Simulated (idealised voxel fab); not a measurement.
Presented below is a process module, voxel wiring stack.
Cross-section cut: width 200 nm, square cells of 5 nm.
Format of a cross-section: grid, square cells. Given as bands. Order: top down. Band: one or more rows of cells.
This entry defines a band. It first specifies the height of the band's top and the height of its bottom in nm, and then specifies the band's materials from left to right, stating each material with its width in nm. The word "everywhere" identifies a single material that fills the band from edge to edge, while the word "blank" identifies empty space.
Heights from 0 (as-received wafer is one material below). Bottom band endless downward, as "0 down".
Width "30..40": first value at the band's top row of cells, second value at its bottom row, equal change from row to row.
No cell of the cross-section changed in a step that is given as "everything unchanged".
You'll see "Sealed void listing" listing empty spaces that have no way open to the top, as long as they're 8 cells or more; the notation is width x height at distance, where the distance is from the left edge, and all of it is in nm.
On a step's line, text after the settings is the simulator commenting on that step.
overlay nm: how far to the right of its planned place the mask lay on this masked step (negative: to the left).
List of planned process steps:
- 1: RECEIVE,material Si
- 2: CONFORMAL_DEP,material SiO2,thk nm 15
- 3: DIRECTIONAL_DEP,material TiN,thk nm 5
- 4: DIRECTIONAL_DEP,material Ru,thk nm 15
- 5: MASKED_ETCH,tone cover,mask id METAL_1,width nm 25,pitch nm 50,etch materials Ru,depth nm 15,overlay nm 0
- 6: MASKED_ETCH,tone cover,mask id METAL_1,width nm 25,pitch nm 50,etch materials TiN,depth nm 5,overlay nm 0
- 7: CONFORMAL_DEP,material SiCN,thk nm 5
- 8: FILL_DEP,material SiO2,thk nm 5
- 9: CMP,height nm 35
- 10: CONFORMAL_DEP,material SiCN,thk nm 5
- 11: DIRECTIONAL_DEP,material SiO2,thk nm 20
- 12: DIRECTIONAL_DEP,material aC,thk nm 10
- 13: PATTERN,tone open,mask id PLUG_1,material resist,width nm 15,pitch nm 50,thk nm 25,overlay nm 0
- 14: DIRECTIONAL_ETCH,etch materials aC,depth nm 10
- 15: STRIP,etch materials resist
- 16: DIRECTIONAL_ETCH,etch materials SiO2,depth nm 20
- 17: DIRECTIONAL_ETCH,etch materials SiCN,depth nm 5
- 18: STRIP,etch materials aC
- 19: EPI,material Ru,thk nm 10
- 20: EPI,material Ru,thk nm 10
- 21: EPI,material Ru,thk nm 5
- 22: DIRECTIONAL_DEP,material TiN,thk nm 5
- 23: DIRECTIONAL_DEP,material Ru,thk nm 20
- 24: MASKED_ETCH,tone cover,mask id METAL_2,width nm 25,pitch nm 50,etch materials Ru,depth nm 10,overlay nm 0
- 25: MASKED_ETCH,tone cover,mask id METAL_2,width nm 25,pitch nm 50,etch materials TiN,depth nm 5,overlay nm 0
- 26: CONFORMAL_DEP,material SiN,thk nm 5
- 27: FILL_DEP,material SiO2,thk nm 10
- 28: CMP,height nm 85
- 29: CONFORMAL_DEP,material SiCN,thk nm 5
- 30: DIRECTIONAL_DEP,material lowk,thk nm 15
- 31: PATTERN,tone open,mask id PLUG_2,material resist,width nm 15,thk nm 15,overlay nm 0
- 32: DIRECTIONAL_ETCH,etch materials lowk,depth nm 15
- 33: DIRECTIONAL_ETCH,etch materials SiCN,depth nm 5
- 34: STRIP,etch materials resist
- 35: CONFORMAL_DEP,material TiN,thk nm 5
- 36: FILL_DEP,material Cu,thk nm 10
- 37: CMP,height nm 105
- 38: DIRECTIONAL_DEP,material TiN,thk nm 5
- 39: DIRECTIONAL_DEP,material Ru,thk nm 15
- 40: MASKED_ETCH,tone cover,mask id METAL_3,width nm 25,pitch nm 50,etch materials Ru,depth nm 15,overlay nm 0
- 41: MASKED_ETCH,tone cover,mask id METAL_3,width nm 25,pitch nm 50,etch materials TiN,depth nm 5,overlay nm 0
- 42: CONFORMAL_DEP,material SiCN,thk nm 5
- 43: FILL_DEP,material lowk,thk nm 10
- 44: CMP,height nm 125
- 45: CONFORMAL_DEP,material SiCN,thk nm 5
Every wafer here starts from the same state; it is the step 24 depth nm that distinguishes them, and the value the plan gives belongs to the first wafer.
Here's the first of the wafers in cross-section, just as we got it, i.e. after step 1:
- 0 down: Si everywhere
- Sealed void listing: none
Shown in cross-section: the first of several wafers at the end of the module, after its last step, step 45:
- 130 to 125: SiCN everywhere
- 125 to 110: 55 of lowk, then 5 of SiCN, then 25 of Ru, then 5 of SiCN, then 15 of lowk, then 5 of SiCN, then 25 of Ru, then 5 of SiCN, then 60 of lowk
- 110 to 105: 60 of SiCN, then 25 of TiN, then 25 of SiCN, then 25 of TiN, then 65 of SiCN
- 105 to 90: 60 of lowk, then 5 of TiN, then 5 of Cu, then 5 of TiN, then 125 of lowk
- 90 to 85: 60 of SiCN, then 15 of TiN, then 125 of SiCN
- 85 to 80: 55 of SiO2, then 5 of SiN, then 25 of Ru, then 5 of SiN, then 15 of SiO2, then 5 of SiN, then 25 of Ru, then 5 of SiN, then 60 of SiO2
- 80 to 75: 60 of SiN, then 25 of Ru, then 25 of SiN, then 25 of Ru, then 65 of SiN
- 75 to 65: Ru everywhere
- 65 to 60: TiN everywhere
- 60 to 40: 60 of SiO2, then 15 of Ru, then 35 of SiO2, then 15 of Ru, then 75 of SiO2
- 40 to 35: 60 of SiCN, then 15 of Ru, then 35 of SiCN, then 15 of Ru, then 75 of SiCN
- 35 to 20: 55 of SiO2, then 5 of SiCN, then 25 of Ru, then 5 of SiCN, then 15 of SiO2, then 5 of SiCN, then 25 of Ru, then 5 of SiCN, then 60 of SiO2
- 20 to 15: 60 of SiCN, then 25 of TiN, then 25 of SiCN, then 25 of TiN, then 65 of SiCN
- 15 to 0: SiO2 everywhere
- 0 down: Si everywhere
- Sealed void listing: none
A cross-section through the last wafer at the close of the module:
- 130 to 125: SiCN everywhere
- 125 to 110: 55 of lowk, then 5 of SiCN, then 25 of Ru, then 5 of SiCN, then 15 of lowk, then 5 of SiCN, then 25 of Ru, then 5 of SiCN, then 60 of lowk
- 110 to 105: 60 of SiCN, then 25 of TiN, then 25 of SiCN, then 25 of TiN, then 65 of SiCN
- 105 to 90: 60 of lowk, then 5 of TiN, then 5 of Cu, then 5 of TiN, then 125 of lowk
- 90 to 85: 60 of SiCN, then 15 of TiN, then 125 of SiCN
- 85 to 65: 55 of SiO2, then 5 of SiN, then 25 of Ru, then 5 of SiN, then 15 of SiO2, then 5 of SiN, then 25 of Ru, then 5 of SiN, then 60 of SiO2
- 65 to 60: 60 of SiN, then 25 of TiN, then 25 of SiN, then 25 of TiN, then 65 of SiN
- 60 to 40: 60 of SiO2, then 15 of Ru, then 35 of SiO2, then 15 of Ru, then 75 of SiO2
- 40 to 35: 60 of SiCN, then 15 of Ru, then 35 of SiCN, then 15 of Ru, then 75 of SiCN
- 35 to 20: 55 of SiO2, then 5 of SiCN, then 25 of Ru, then 5 of SiCN, then 15 of SiO2, then 5 of SiCN, then 25 of Ru, then 5 of SiCN, then 60 of SiO2
- 20 to 15: 60 of SiCN, then 25 of TiN, then 25 of SiCN, then 25 of TiN, then 65 of SiCN
- 15 to 0: SiO2 everywhere
- 0 down: Si everywhere
- Sealed void listing: none
Tabulated below, wafer by wafer, are the end-of-module results: for each material, the number of cells gained (+) or lost (-) relative to the as-received state, followed by the closed voids:
depth nm 10 | +3 Cu | +190 Ru | +195 SiCN | +34 SiN | +360 SiO2 | +69 TiN | +189 lowk | Sealed void listing: none
depth nm 15 | +3 Cu | +160 Ru | +195 SiCN | +38 SiN | +386 SiO2 | +69 TiN | +189 lowk | Sealed void listing: none
depth nm 20 | +3 Cu | +130 Ru | +195 SiCN | +46 SiN | +438 SiO2 | +39 TiN | +189 lowk | Sealed void listing: none
depth nm 25 | +3 Cu | +130 Ru | +195 SiCN | +46 SiN | +438 SiO2 | +39 TiN | +189 lowk | Sealed void listing: none
depth nm 30 | +3 Cu | +130 Ru | +195 SiCN | +46 SiN | +438 SiO2 | +39 TiN | +189 lowk | Sealed void listing: none
depth nm 35 | +3 Cu | +130 Ru | +195 SiCN | +46 SiN | +438 SiO2 | +39 TiN | +189 lowk | Sealed void listing: none
